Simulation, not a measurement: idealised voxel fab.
Process module name: voxel gate over fins
Cross-sectional view cut (width: 255 nm; square cell size: 5 nm).
When this document writes out a cross-section, it uses a grid of square cells and lists it as bands, beginning at the top and moving down, with a band standing for one or more rows of cells.
Read a band's entry like this: the first values are the height of its top and the height of its bottom in nm, and what follows is the sequence of materials from left to right, each with its width in nm. Note that "empty" is empty space, and that a single material marked "edge to edge" reaches across the band from edge to edge.
Ref level 0: as-received wafer is one material below here. Bottom band extends down with no lower bound ("z 0 and below").
Top row gets the first number, bottom row gets the second, and each row in between changes by the same step: that is how a band width like "30 to 40" works.
Step note "nothing was modified" = no cross-section cell changed.
The entry "Sealed cavities" lists the empty spaces that cover at least 8 cells and have no open path to the top. Each is written as width x height at distance, where the distance is measured from the left edge and all three values are in nm.
Anything after a step's settings on that line? It's the simulator's own note about the step.
A step's line can hold "overlay nm"; with a mask on that step, the setting says how far right of the planned place the mask lay, while a negative setting says it lay to the left.
[Listed below are the process steps as planned]
1 op RECEIVE | material Si
2 op CONFORMAL_DEP | material SiN | thk nm 10
3 op DIRECTIONAL_DEP | material aC | thk nm 10
4 op PATTERN | tone cover | mask id FINS | material resist | width nm 15 | pitch nm 50 | thk nm 30 | overlay nm 0
5 op DIRECTIONAL_ETCH | etch materials aC | depth nm 10
6 op STRIP | etch materials resist
7 op DIRECTIONAL_ETCH | etch materials SiN | depth nm 10
8 op DIRECTIONAL_ETCH | etch materials Si | depth nm 35
9 op STRIP | etch materials aC
10 op OXIDIZE | depth nm 5
11 op FILL_DEP | material SiO2 | thk nm 5
12 op CMP | height nm 10
13 op DIRECTIONAL_DEP | material aC | thk nm 15
14 op PATTERN | tone open | mask id RAIL | material resist | width nm 15 | thk nm 35 | overlay nm 0
15 op DIRECTIONAL_ETCH | etch materials aC | depth nm 15
16 op STRIP | etch materials resist
17 op DIRECTIONAL_ETCH | etch materials SiO2 | depth nm 40
18 op STRIP | etch materials aC
19 op CONFORMAL_DEP | material TiN | thk nm 5
20 op FILL_DEP | material Ru | thk nm 10
21 op CMP | height nm 10
22 op SELECTIVE_ETCH | etch materials W Ru TiN | depth nm 35
23 op FILL_DEP | material SiO2 | thk nm 5
24 op CMP | height nm 10
25 op SELECTIVE_ETCH | etch materials SiO2 | depth nm 25
26 op STRIP | etch materials SiN
27 op CONFORMAL_DEP | material HfO2 | thk nm 5
28 op CONFORMAL_DEP | material TiN | thk nm 5
29 op CONFORMAL_DEP | material TiAl | thk nm 5
30 op CONFORMAL_DEP | material TiN | thk nm 5
31 op FILL_DEP | material W | thk nm 10
32 op CMP | height nm 25
33 op CONFORMAL_DEP | material SiCN | thk nm 10
[Cross-section: wafer on arrival = after step 1]
	z 0 and below: Si edge to edge
	Sealed cavities: none
[Same starting wafer, same plan as above, one mistake in the execution; this is the cross-section at the end of the module]
	z 35 to 25: SiCN edge to edge
	z 25 to 20: aC edge to edge
	z 20 to 15: aC 55 | TiN 45 | aC 5 | TiN 45 | aC 5 | TiN 45 | aC 55
	z 15 to 10: aC 55 | TiN 5 | TiAl 35 | TiN 5 | aC 5 | TiN 5 | TiAl 35 | TiN 5 | aC 5 | TiN 5 | TiAl 35 | TiN 5 | aC 55
	z 10 to 5: aC 55 | TiN 5 | TiAl 5 | TiN 25 | TiAl 5 | TiN 5 | aC 5 | TiN 5 | TiAl 5 | TiN 25 | TiAl 5 | TiN 5 | aC 5 | TiN 5 | TiAl 5 | TiN 25 | TiAl 5 | TiN 5 | aC 55
	z 5 to 0: TiN 60 | TiAl 5 | TiN 5 | HfO2 15 | TiN 5 | TiAl 5 | TiN 15 | TiAl 5 | TiN 5 | HfO2 15 | TiN 5 | TiAl 5 | TiN 15 | TiAl 5 | TiN 5 | HfO2 15 | TiN 5 | TiAl 5 | TiN 60
	z 0 to -5: TiAl 65 | TiN 5 | HfO2 5 | Si 5 | HfO2 5 | TiN 5 | TiAl 25 | TiN 5 | HfO2 5 | Si 5 | HfO2 5 | TiN 5 | TiAl 25 | TiN 5 | HfO2 5 | Si 5 | HfO2 5 | TiN 5 | TiAl 65
	z -5 to -10: TiN 70 | HfO2 5 | Si 5 | HfO2 5 | TiN 35 | HfO2 5 | Si 5 | HfO2 5 | TiN 35 | HfO2 5 | Si 5 | HfO2 5 | TiN 70
	z -10 to -15: HfO2 75 | Si 5 | HfO2 45 | Si 5 | HfO2 45 | Si 5 | HfO2 75
	z -15 to -25: SiO2 75 | Si 5 | SiO2 45 | Si 5 | SiO2 45 | Si 5 | SiO2 75
	z -25 to -30: SiO2 75 | Si 5 | SiO2 15 | TiN 15 | SiO2 15 | Si 5 | SiO2 45 | Si 5 | SiO2 75
	z -30 to -40: SiO2 75 | Si 5 | SiO2 45 | Si 5 | SiO2 45 | Si 5 | SiO2 75
	z -40 and below: Si edge to edge
	Sealed cavities: none
Want to know what went wrong? for step 31, the planned setting was not used; the step was instead run as op FILL_DEP | material aC | thk nm 10
